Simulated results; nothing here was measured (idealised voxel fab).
Process module, titled voxel ribs on slabs
cross-section cut | 140 nm wide | cells 5 nm
Cross-section spec: square-cell grid; bands listed top down; each band is one or more rows.
Band: top height; bottom height; in nm. Then, left to right: material with width in nm, for each material. "throughout": a single material spanning edge to edge. "air": empty space.
Heights are reckoned from 0. Under this level, the received wafer is all of one material. The bottommost band is open-ended downward, for example "from 0 down".
With a width like "30..40", each row of cells in the band differs from the next by the same amount, the top row carrying the first number and the bottom row the second.
What does "remained unchanged" mean for a step? It means no cell of the cross-section changed in that step.
Enclosed voids (no open way to top), threshold 8 cells or more, entry "Voids, enclosed", notation width x height at distance, distance from left edge, nm.
The remark found on a step's line after its settings is issued by the simulator itself and pertains to that step.
overlay nm: mask offset rightward from planned place, masked step; negative means leftward offset.

Intended process steps:
| 1 | op RECEIVE | material Si |
| 2 | op DIRECTIONAL_DEP | material SiO2 | thk nm 30 |
| 3 | op DIRECTIONAL_DEP | material SiN | thk nm 20 |
| 4 | op DIRECTIONAL_DEP | material aC | thk nm 15 |
| 5 | op PATTERN | tone cover | mask id RIB | material resist | width nm 20 | thk nm 35 | overlay nm -15 |
| 6 | op DIRECTIONAL_ETCH | etch materials aC | depth nm 15 |
| 7 | op STRIP | etch materials resist |
| 8 | op DIRECTIONAL_ETCH | etch materials SiN | depth nm 10 |
| 9 | op STRIP | etch materials aC |
| 10 | op DIRECTIONAL_DEP | material aC | thk nm 15 |
| 11 | op PATTERN | tone cover | mask id SLAB | material resist | width nm 50 | thk nm 35 | overlay nm 0 |
| 12 | op DIRECTIONAL_ETCH | etch materials aC | depth nm 15 |
| 13 | op STRIP | etch materials resist |
| 14 | op DIRECTIONAL_ETCH | etch materials SiN | depth nm 10 |
| 15 | op STRIP | etch materials aC |
| 16 | op FILL_DEP | material SiO2 | thk nm 25 |
| 17 | op CMP | height nm 65 |
| 18 | op DIRECTIONAL_DEP | material TiN | thk nm 5 |
| 19 | op DIRECTIONAL_DEP | material aC | thk nm 10 |
| 20 | op PATTERN | tone cover | mask id HEATER | material resist | width nm 30 | thk nm 25 | overlay nm 0 |
| 21 | op DIRECTIONAL_ETCH | etch materials aC | depth nm 10 |
| 22 | op STRIP | etch materials resist |
| 23 | op DIRECTIONAL_ETCH | etch materials TiN | depth nm 5 |
| 24 | op STRIP | etch materials aC |
| 25 | op CONFORMAL_DEP | material SiN | thk nm 10 |
Same starting wafers, different overlay nm at step 5. Plan value belongs to the first wafer.

The first of several wafers, as received after step 1, seen in section:
> from 0 down = Si throughout
> Voids, enclosed: none

Gained (+) or lost (-) cells of each material since receipt, then closed voids: one row per wafer, at the end of the module:
overlay nm -15 | +88 SiN | +336 SiO2 | +6 TiN | Voids, enclosed: none
overlay nm -10 | +88 SiN | +336 SiO2 | +6 TiN | Voids, enclosed: none
overlay nm -5 | +88 SiN | +336 SiO2 | +6 TiN | Voids, enclosed: none
overlay nm 0 | +88 SiN | +336 SiO2 | +6 TiN | Voids, enclosed: none
overlay nm 5 | +88 SiN | +336 SiO2 | +6 TiN | Voids, enclosed: none
overlay nm 10 | +88 SiN | +336 SiO2 | +6 TiN | Voids, enclosed: none
overlay nm 15 | +88 SiN | +336 SiO2 | +6 TiN | Voids, enclosed: none
